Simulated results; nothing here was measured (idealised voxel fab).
process module | voxel transistor to metal
Section shown: cut. Width: 185 nm. Cell size: 5 nm, square.
A cross-section is written here as square cells arranged in a grid, and it is given in bands from the top down, each band taking up one or more rows of cells. Read a band's entry like this: the first values are the height of its top and the height of its bottom in nm, and what follows is the sequence of materials from left to right, each with its width in nm. Note that "blank" is empty space, and that a single material marked "everywhere" reaches across the band from edge to edge. Height 0 is the level under which the wafer as received is all one material. The lowest band goes on downwards, as in "0 nm and below". Width: "30->40" (first number = top row, second number = bottom row, same change from row to row of cells). Any step labelled "nothing was modified" changed none of the cells in the cross-section. Enclosed voids (no open way to top), threshold 8 cells or more, entry "Enclosed void entries", notation width x height at distance, distance from left edge, nm. Where a step's line continues beyond its settings, the continuation is a remark by the simulator itself on that step. "overlay nm" on a masked step: distance the mask lay right of its planned place, negative for left.

Below is the list of planned process steps
1. RECEIVE | material Si
2. OXIDIZE | depth nm 5
3. CONFORMAL_DEP | material SiN | thk nm 10
4. DIRECTIONAL_DEP | material aC | thk nm 10
5. PATTERN | tone cover | mask id ACTIVE | material resist | width nm 105 | thk nm 25 | overlay nm 0
6. DIRECTIONAL_ETCH | etch materials aC | depth nm 10
7. STRIP | etch materials resist
8. DIRECTIONAL_ETCH | etch materials SiN | depth nm 10
9. DIRECTIONAL_ETCH | etch materials SiO2 | depth nm 5
10. DIRECTIONAL_ETCH | etch materials Si | depth nm 35
11. STRIP | etch materials aC
12. OXIDIZE | depth nm 5
13. FILL_DEP | material SiO2 | thk nm 5
14. CMP | height nm 10
15. SELECTIVE_ETCH | etch materials SiO2 | depth nm 5
16. STRIP | etch materials SiN
17. SELECTIVE_ETCH | etch materials SiO2 | depth nm 5
18. OXIDIZE | depth nm 5
19. DIRECTIONAL_DEP | material polySi | thk nm 30
20. DIRECTIONAL_DEP | material SiCN | thk nm 10
21. PATTERN | tone cover | mask id GATE | material resist | width nm 25 | thk nm 20 | overlay nm 0
22. DIRECTIONAL_ETCH | etch materials SiCN | depth nm 20
23. DIRECTIONAL_ETCH | etch materials polySi | depth nm 40
24. STRIP | etch materials resist
25. CONFORMAL_DEP | material SiO2 | thk nm 5
26. DIRECTIONAL_ETCH | etch materials SiO2 | depth nm 5
27. CONFORMAL_DEP | material SiN | thk nm 5
28. DIRECTIONAL_ETCH | etch materials SiN | depth nm 5
29. DIRECTIONAL_ETCH | etch materials SiO2 | depth nm 5
30. DIRECTIONAL_ETCH | etch materials Si | depth nm 10
31. EPI | material nSi | thk nm 10
32. FILL_DEP | material SiO2 | thk nm 10
33. CMP | height nm 35
34. DIRECTIONAL_DEP | material SiO2 | thk nm 15
35. PATTERN | tone open | mask id CONTACT | material resist | width nm 20 | pitch nm 75 | thk nm 15 | overlay nm 0
36. DIRECTIONAL_ETCH | etch materials SiO2 | depth nm 60
37. STRIP | etch materials resist
38. CONFORMAL_DEP | material TiN | thk nm 5
39. FILL_DEP | material Ru | thk nm 5
40. CMP | height nm 50
41. DIRECTIONAL_DEP | material TiN | thk nm 5
42. DIRECTIONAL_DEP | material W | thk nm 15
43. DIRECTIONAL_DEP | material aC | thk nm 15
44. PATTERN | tone cover | mask id METAL_1 | material resist | width nm 20 | pitch nm 75 | thk nm 35 | overlay nm 0
45. DIRECTIONAL_ETCH | etch materials aC | depth nm 15
46. STRIP | etch materials resist
47. DIRECTIONAL_ETCH | etch materials W | depth nm 15
48. DIRECTIONAL_ETCH | etch materials TiN | depth nm 5
49. STRIP | etch materials aC
50. CONFORMAL_DEP | material SiN | thk nm 5
51. FILL_DEP | material lowk | thk nm 10
52. CMP | height nm 70
53. CONFORMAL_DEP | material SiCN | thk nm 5
54. DIRECTIONAL_DEP | material SiO2 | thk nm 35
55. MASKED_ETCH | tone open | mask id METAL_2 | width nm 20 | pitch nm 75 | etch materials SiO2 | depth nm 20 | overlay nm 0
56. MASKED_ETCH | tone open | mask id METAL_2_HOLES | width nm 15 | pitch nm 75 | etch materials SiO2 | depth nm 15 | overlay nm 0
57. MASKED_ETCH | tone open | mask id METAL_2_HOLES | width nm 15 | pitch nm 75 | etch materials SiCN | depth nm 5 | overlay nm 0
58. CONFORMAL_DEP | material TiN | thk nm 5
59. FILL_DEP | material Ru | thk nm 5
60. CMP | height nm 110
61. CONFORMAL_DEP | material SiN | thk nm 5

Wafer cross-section on receipt, i.e. after step 1
- 0 nm and below = Si everywhere
- Enclosed void entries: none

Below is the wafer in cross-section after the module was completed. It began from the starting point shown above and followed the plan shown above, except that one mistake was made while running it
- 115 nm to 110 nm = SiN everywhere
- 110 nm to 95 nm = SiO2: 45  TiN: 5  Ru: 10  TiN: 5  SiO2: 55  TiN: 5  Ru: 10  TiN: 5  SiO2: 45
- 95 nm to 90 nm = SiO2: 45  TiN: 5  Ru: 5  TiN: 10  SiO2: 55  TiN: 5  Ru: 5  TiN: 10  SiO2: 45
- 90 nm to 75 nm = SiO2: 45  TiN: 5  Ru: 5  TiN: 5  SiO2: 60  TiN: 5  Ru: 5  TiN: 5  SiO2: 50
- 75 nm to 70 nm = SiCN: 45  TiN: 15  SiCN: 60  TiN: 15  SiCN: 50
- 70 nm to 55 nm = lowk: 40  SiN: 5  W: 20  SiN: 5  lowk: 45  SiN: 5  W: 20  SiN: 5  lowk: 40
- 55 nm to 50 nm = SiN: 45  TiN: 20  SiN: 55  TiN: 20  SiN: 45
- 50 nm to 35 nm = SiO2: 45  TiN: 5  Ru: 10  TiN: 5  SiO2: 55  TiN: 5  Ru: 10  TiN: 5  SiO2: 45
- 35 nm to 25 nm = SiO2: 45  TiN: 5  Ru: 10  TiN: 5  SiO2: 10  SiN: 5  SiCN: 25  SiN: 5  SiO2: 10  TiN: 5  Ru: 10  TiN: 5  SiO2: 45
- 25 nm to 0 nm = SiO2: 45  TiN: 5  Ru: 10  TiN: 5  SiO2: 10  SiN: 5  polySi: 25  SiN: 5  SiO2: 10  TiN: 5  Ru: 10  TiN: 5  SiO2: 45
- 0 nm to -5 nm = SiO2: 45  TiN: 5  Ru: 10  TiN: 5  nSi: 10  SiN: 5  polySi: 25  SiN: 5  nSi: 10  TiN: 5  Ru: 10  TiN: 5  SiO2: 45
- -5 nm to -10 nm = SiO2: 35  SiN: 5  SiO2: 5  TiN: 20  nSi: 10  SiN: 5  SiO2: 25  SiN: 5  nSi: 10  TiN: 20  SiO2: 5  SiN: 5  SiO2: 35
- -10 nm to -20 nm = SiO2: 40->45  nSi: 35->30  Si: 35  nSi: 35->30  SiO2: 40->45
- -20 nm to -45 nm = SiO2: 45  Si: 95  SiO2: 45
- -45 nm and below = Si everywhere
- Enclosed void entries: none
So what did we get wrong on this run? step 25 of the plan was excluded from execution and never run
